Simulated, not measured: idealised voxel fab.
The document below concerns the process module designated voxel capacitor over wiring.
Section shown: cut. Width: 295 nm. Cell size: 5 nm, square.
In what follows, cross-sections appear as grids of square cells, described through bands that run from the top down, where every band is one or more rows of cells.
Band: top height; bottom height; in nm. Then, left to right: material with width in nm, for each material. "full width": a single material spanning edge to edge. "blank": empty space.
Heights are expressed relative to 0, this being the level below which the as-received wafer comprises one material exclusively. The lowest band is unbounded in the downward direction and is denoted as in "z 0 and below".
Top row gets the first number, bottom row gets the second, and each row in between changes by the same step: that is how a band width like "30..40" works.
Any step labelled "changes: none" changed none of the cells in the cross-section.
Each empty space that has no open way to the top and spans at least 8 cells appears under "Closed internal voids" as width x height at distance, the distance counted from the left edge, all in nm.
If you see something after the settings on a step's line, that's the simulator's own remark about that step.
A step line may carry the setting "overlay nm", which, for steps involving a mask, states the distance by which the mask lay to the right of its intended position; negative values denote displacement to the left.

## So here's the lineup of process steps we planned
- 1: RECEIVE with material Si
- 2: CONFORMAL_DEP with material SiO2, thk nm 15
- 3: DIRECTIONAL_DEP with material TiN, thk nm 5
- 4: DIRECTIONAL_DEP with material W, thk nm 15
- 5: PATTERN with tone cover, mask id METAL_1, material resist, width nm 25, pitch nm 95, thk nm 15, overlay nm 0
- 6: DIRECTIONAL_ETCH with etch materials W, depth nm 15
- 7: DIRECTIONAL_ETCH with etch materials TiN, depth nm 5
- 8: STRIP with etch materials resist
- 9: CONFORMAL_DEP with material SiCN, thk nm 5
- 10: FILL_DEP with material SiO2, thk nm 5
- 11: CMP with height nm 35
- 12: CONFORMAL_DEP with material SiCN, thk nm 5
- 13: DIRECTIONAL_DEP with material lowk, thk nm 15
- 14: MASKED_ETCH with tone open, mask id PLUG_1, width nm 15, etch materials lowk, depth nm 15, overlay nm 0
- 15: MASKED_ETCH with tone open, mask id PLUG_1, width nm 15, etch materials SiCN, depth nm 5, overlay nm 0
- 16: CONFORMAL_DEP with material TiN, thk nm 5
- 17: FILL_DEP with material Ru, thk nm 5
- 18: CMP with height nm 55
- 19: DIRECTIONAL_DEP with material TiN, thk nm 5
- 20: DIRECTIONAL_DEP with material Al2O3, thk nm 5
- 21: DIRECTIONAL_DEP with material TiN, thk nm 5
- 22: DIRECTIONAL_DEP with material aC, thk nm 15
- 23: PATTERN with tone cover, mask id UPPER_PLATE, material resist, width nm 75, thk nm 35, overlay nm 0
- 24: DIRECTIONAL_ETCH with etch materials aC, depth nm 15
- 25: STRIP with etch materials resist
- 26: DIRECTIONAL_ETCH with etch materials TiN, depth nm 5
- 27: DIRECTIONAL_ETCH with etch materials Al2O3, depth nm 5
- 28: STRIP with etch materials aC
- 29: DIRECTIONAL_DEP with material aC, thk nm 10
- 30: PATTERN with tone cover, mask id LOWER_PLATE, material resist, width nm 85, thk nm 25, overlay nm 0
- 31: DIRECTIONAL_ETCH with etch materials aC, depth nm 10
- 32: STRIP with etch materials resist
- 33: DIRECTIONAL_ETCH with etch materials TiN, depth nm 5
- 34: STRIP with etch materials aC
- 35: FILL_DEP with material SiO2, thk nm 20
- 36: CMP with height nm 85
- 37: PATTERN with tone open, mask id PLUG_2, material resist, width nm 15, thk nm 20, overlay nm 0
- 38: DIRECTIONAL_ETCH with etch materials SiO2, depth nm 15
- 39: STRIP with etch materials resist
- 40: CONFORMAL_DEP with material TiN, thk nm 5
- 41: FILL_DEP with material W, thk nm 5
- 42: CMP with height nm 85
- 43: CONFORMAL_DEP with material SiN, thk nm 5

## Cross-sectional view of the wafer in its as-received condition, corresponding to the state after step 1
> z 0 and below: Si full width
> Closed internal voids: none

## The plan above was carried out on the starting structure above with one mistake, and this cross-section shows the wafer at the end of the module
> z 90 to 85: SiN full width
> z 85 to 75: SiO2 105, TiN 5, W 5, TiN 5, SiO2 175
> z 75 to 65: SiO2 105..95, TiN 15..75, SiO2 175..125
> z 65 to 60: SiO2 95, Al2O3 75, SiO2 125
> z 60 to 55: SiO2 90, TiN 85, SiO2 120
> z 55 to 40: lowk 95, TiN 5, Ru 5, TiN 5, lowk 185
> z 40 to 35: SiCN 95, TiN 15, SiCN 185
> z 35 to 25: SiO2 80, SiCN 5, W 25, SiCN 5, SiO2 60, SiCN 5, W 25, SiCN 5, SiO2 85
> z 25 to 20: SiCN 85, W 25, SiCN 70, W 25, SiCN 90
> z 20 to 5: SiO2 full width
> z 5 to 0: TiN full width
> z 0 and below: Si full width
> Closed internal voids: none
Deviation noted in wafer processing: transposition of steps 2 and 3 relative to the planned sequence
